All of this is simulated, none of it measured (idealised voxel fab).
Documented hereafter: the process module known as voxel lift off.
Displayed cross-section: cut, width of 275 nm, square cells sized 5 nm.
Think of the cross-section as a grid of square cells. We describe it in bands, top to bottom, and each band covers one or more rows of those cells.
The band entry comprises the height of the band's top followed by the height of its bottom, expressed in nm, and subsequently the band's materials from left to right, each stated together with its width in nm. Where a single material is marked with the word "throughout", that material fills the band from edge to edge. The word "empty" represents empty space.
Heights from 0 (as-received wafer is one material below). Bottom band endless downward, as "top 0, no bottom".
A two-number width, for instance "30 to 40", indicates that the width is equal to the first number in the top row of the band and to the second number in the bottom row, and that it changes by a constant amount per row of cells.
A step reported as "changes: none" is a step in which no cell of the cross-section changed.
"Closed internal cavities" specifies each empty space that is not open to the top and that occupies no fewer than 8 cells, using the form width x height at distance, the distance measured from the left edge and all three quantities in nm.
Anything after a step's settings on that line? It's the simulator's own note about the step.
The optional step-line setting "overlay nm" applies to steps with a mask and quantifies how far to the right of its planned location the mask lay, a negative value indicating leftward placement.

The steps planned for the process are as follows
1: RECEIVE: material Si
2: CONFORMAL_DEP: material Al2O3, thk nm 5
3: PATTERN: tone open, mask id LINES, material resist, width nm 25, pitch nm 45, thk nm 25, overlay nm 0
4: DIRECTIONAL_DEP: material Ru, thk nm 10
5: STRIP: etch materials resist
6: CONFORMAL_DEP: material SiCN, thk nm 10

Here's what the wafer looked like in cross-section when it arrived - that's after step 1
	top 0, no bottom = Si throughout
	Closed internal cavities: none

Starting wafer: above. Plan: above. Run: one mistake. Cross-section after the module: below
	top 30, bottom 20 = empty 65, SiCN 145, empty 65
	top 20, bottom 15 = SiCN throughout
	top 15, bottom 5 = SiCN 80, Ru 25, SiCN 20, Ru 25, SiCN 20, Ru 25, SiCN 80
	top 5, bottom 0 = Al2O3 throughout
	top 0, no bottom = Si throughout
	Closed internal cavities: none
Run error: step 6 was processed under conditions differing from the plan, specifically as CONFORMAL_DEP: material SiCN, thk nm 15
